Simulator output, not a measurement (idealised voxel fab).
Herein follows the process module entitled voxel trench capacitor.
Section shown: cut. Width: 175 nm. Cell size: 5 nm, square.
Cross-section spec: square-cell grid; bands listed top down; each band is one or more rows.
First you get the band's top height and its bottom height, in nm, and then the materials it's made of, left to right, with each width in nm. If you see a single material with "all across", that one covers the band edge to edge. "air" is empty space.
All heights in this document are referenced to 0, defined as the level beneath which the wafer, as received, consists entirely of one material. The lowest band is not bounded below; it extends indefinitely downward and is written in the form "0..down".
A two-number width, for instance "30 to 40", indicates that the width is equal to the first number in the top row of the band and to the second number in the bottom row, and that it changes by a constant amount per row of cells.
When a step is marked "no modification", none of the cells in the cross-section changed during that step.
"Enclosed internal voids": empty spaces of 8 cells or more with no open way to the top, each given as width x height at distance, distance from the left edge, all in nm.
That trailing text on a step's line, after the settings, is the simulator's own remark on the step.
For masked steps, "overlay nm" on the step line gives how far right of plan the mask actually lay; a minus sign means it lay to the left.
# The planned process steps are enumerated hereunder
1. RECEIVE with material Si
2. CONFORMAL_DEP with material SiN, thk nm 10
3. DIRECTIONAL_DEP with material aC, thk nm 15
4. PATTERN with tone open, mask id TRENCH, material resist, width nm 25, pitch nm 55, thk nm 35, overlay nm 0
5. DIRECTIONAL_ETCH with etch materials aC, depth nm 15
6. STRIP with etch materials resist
7. DIRECTIONAL_ETCH with etch materials SiN, depth nm 10
8. DIRECTIONAL_ETCH with etch materials Si, depth nm 25
9. STRIP with etch materials aC
10. CONFORMAL_DEP with material Al2O3, thk nm 5
11. CONFORMAL_DEP with material TiN, thk nm 5
12. FILL_DEP with material W, thk nm 10
13. CMP with height nm 10
# Incoming wafer in cross-section (state: after step 1)
	0..down  Si all across
	Enclosed internal voids: none
# One mistake in running the module, otherwise start and plan as above: cross-section at the end
	10..0  SiN=55 / Al2O3=5 / TiN=5 / W=5 / TiN=5 / Al2O3=5 / SiN=30 / Al2O3=5 / TiN=5 / W=5 / TiN=5 / Al2O3=5 / SiN=40
	0..-15  Si=55 / Al2O3=5 / TiN=5 / W=5 / TiN=5 / Al2O3=5 / Si=30 / Al2O3=5 / TiN=5 / W=5 / TiN=5 / Al2O3=5 / Si=40
	-15..-20  Si=55 / Al2O3=5 / TiN=15 / Al2O3=5 / Si=30 / Al2O3=5 / TiN=15 / Al2O3=5 / Si=40
	-20..-25  Si=55 / Al2O3=25 / Si=30 / Al2O3=25 / Si=40
	-25..down  Si all across
	Enclosed internal voids: none
Error vs. plan: step 4 off recipe, ran as PATTERN with tone open, mask id TRENCH, material resist, width nm 25, pitch nm 55, thk nm 35, overlay nm 10
